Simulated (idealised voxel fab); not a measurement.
process module | voxel air gaps
cross-section cut | 260 nm wide | cells 5 nm
A cross-section is a grid of square cells, given in bands from the top down. A band is one or more rows of cells.
Each band's line starts with the height of the band's top and of its bottom, in nm. Then come its materials from left to right, each with its width in nm. One material with "throughout" fills the band from edge to edge. "air" is empty space.
Height 0 is the level under which the wafer as received is all one material. The lowest band goes on downwards, as in "0 down".
A width such as "30 to 40" changes by the same amount from each row of cells to the next, from the band's top row to its bottom row.
"no change" after a step means that no cell of the cross-section changed.
closed voids: empty space of 8 cells or more with no open way to the top, each as width x height at its distance from the left edge, in nm
after a step's settings: what the simulator itself notes on the step
overlay nm, on a step with a mask: how far to the right of its planned place the mask lay; to the left if negative
plan
1 op RECEIVE | material Si
2 op CONFORMAL_DEP | material SiO2 | thk nm 10
3 op CONFORMAL_DEP | material SiCN | thk nm 5
4 op DIRECTIONAL_DEP | material SiO2 | thk nm 35
5 op DIRECTIONAL_DEP | material aC | thk nm 15
6 op PATTERN | tone open | mask id LINES | material resist | width nm 25 | pitch nm 50 | thk nm 35 | overlay nm 0
7 op DIRECTIONAL_ETCH | etch materials aC | depth nm 15
8 op STRIP | etch materials resist
9 op DIRECTIONAL_ETCH | etch materials SiO2 | depth nm 35
10 op STRIP | etch materials aC
11 op CONFORMAL_DEP | material TiN | thk nm 5
12 op FILL_DEP | material W | thk nm 10
13 op CMP | height nm 50
14 op EPI | material Ru | thk nm 10
15 op SELECTIVE_ETCH | etch materials SiO2 | depth nm 45
16 op CONFORMAL_DEP | material SiCN | thk nm 5
as received, after step 1
  0 down: Si throughout
  closed voids: none
first wafer at the end, as planned
  65 to 60: air 25 | SiCN 205 | air 30
  60 to 50: air 25 | SiCN 5 | Ru 45 | SiCN 5 | Ru 45 | SiCN 5 | Ru 45 | SiCN 5 | Ru 45 | SiCN 5 | air 30
  50 to 45: air 25 | SiCN 15 | TiN 5 | W 15 | TiN 5 | SiCN 25 | TiN 5 | W 15 | TiN 5 | SiCN 25 | TiN 5 | W 15 | TiN 5 | SiCN 25 | TiN 5 | W 15 | TiN 5 | SiCN 15 | air 30
  45 to 20: air 35 | SiCN 5 | TiN 5 | W 15 | TiN 5 | SiCN 5 | air 15 | SiCN 5 | TiN 5 | W 15 | TiN 5 | SiCN 5 | air 15 | SiCN 5 | TiN 5 | W 15 | TiN 5 | SiCN 5 | air 15 | SiCN 5 | TiN 5 | W 15 | TiN 5 | SiCN 5 | air 40
  20 to 15: SiCN 40 | TiN 25 | SiCN 25 | TiN 25 | SiCN 25 | TiN 25 | SiCN 25 | TiN 25 | SiCN 45
  15 to 10: SiCN throughout
  10 to 0: SiO2 throughout
  0 down: Si throughout
  closed voids: 15 x 25 at 70; 15 x 25 at 120; 15 x 25 at 170
second wafer at the end: like start, like plan, one mistake
  65 to 60: SiCN throughout
  60 to 50: Ru throughout
  50 to 45: W throughout
  45 to 40: TiN 45 | W 15 | TiN 35 | W 15 | TiN 35 | W 15 | TiN 35 | W 15 | TiN 50
  40 to 10: SiO2 40 | TiN 5 | W 15 | TiN 5 | SiO2 25 | TiN 5 | W 15 | TiN 5 | SiO2 25 | TiN 5 | W 15 | TiN 5 | SiO2 25 | TiN 5 | W 15 | TiN 5 | SiO2 45
  10 to 5: SiO2 40 | TiN 25 | SiO2 25 | TiN 25 | SiO2 25 | TiN 25 | SiO2 25 | TiN 25 | SiO2 45
  5 to 0: SiCN throughout
  0 down: Si throughout
  closed voids: none
what went wrong: step 2 was left out
at the end the second wafer has, in cells: 32 more of Ru | 92 fewer of SiCN | 120 more of SiO2 | 40 more of TiN | 64 more of W
closed voids at the end (first wafer, second wafer): 3, 0
